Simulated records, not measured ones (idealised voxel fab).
Presented below is a process module, voxel trench capacitor.
The figure presents cross-section cut, which has a width of 295 nm and is divided into square cells with an edge length of 5 nm.
A cross-section in this document is a grid of square cells, and it is written down as bands, the top band listed before the ones below it; a band is made up of one or more rows of cells. Heights first: top, then bottom, in nm. Then materials, left to right, each with a width in nm. "all across" on a single material: fills the band edge to edge. "air": empty space. Heights are reckoned from 0. Under this level, the received wafer is all of one material. The bottommost band is open-ended downward, for example "0 -> down". Width: "30->40" (first number = top row, second number = bottom row, same change from row to row of cells). Given "no change occurred" for a step, no cell of the cross-section differs between before and after that step. You'll see "Non-vented voids" listing empty spaces that have no way open to the top, as long as they're 8 cells or more; the notation is width x height at distance, where the distance is from the left edge, and all of it is in nm. Heads up: the bit after the settings on a step's line is the simulator's remark on that step. overlay nm: mask right of planned place by this much (step with mask). Neg. = left.
Below is the list of planned process steps
- 1: RECEIVE [material Si]
- 2: CONFORMAL_DEP [material SiN] [thk nm 5]
- 3: MASKED_ETCH [tone open] [mask id TRENCH] [width nm 20] [pitch nm 50] [etch materials SiN] [depth nm 5] [overlay nm 0]
- 4: MASKED_ETCH [tone open] [mask id TRENCH] [width nm 20] [pitch nm 50] [etch materials Si] [depth nm 30] [overlay nm 0]
- 5: CONFORMAL_DEP [material SiO2] [thk nm 5]
- 6: FILL_DEP [material polySi] [thk nm 10]
- 7: CMP [height nm 5]
The cross-section here shows the wafer as received, i.e. in its state after step 1
* 0 -> down: Si all across
* Non-vented voids: none
The cross-section shown corresponds to the wafer at the conclusion of the module. The initial structure and the process plan are those presented above; however, one mistake occurred in executing the plan
* 5 -> 0: 85 SiN  5 SiO2  5 polySi  10 SiO2  30 SiN  5 SiO2  5 polySi  10 SiO2  30 SiN  5 SiO2  5 polySi  10 SiO2  90 SiN
* 0 -> -25: 85 Si  5 SiO2  5 polySi  5 SiO2  35 Si  5 SiO2  5 polySi  5 SiO2  35 Si  5 SiO2  5 polySi  5 SiO2  95 Si
* -25 -> -30: 85 Si  15 SiO2  35 Si  15 SiO2  35 Si  15 SiO2  95 Si
* -30 -> down: Si all across
* Non-vented voids: none
What was done differently from what was planned? step 4 changed vs plan, executed as MASKED_ETCH [tone open] [mask id TRENCH] [width nm 20] [pitch nm 50] [etch materials Si] [depth nm 30] [overlay nm -5]
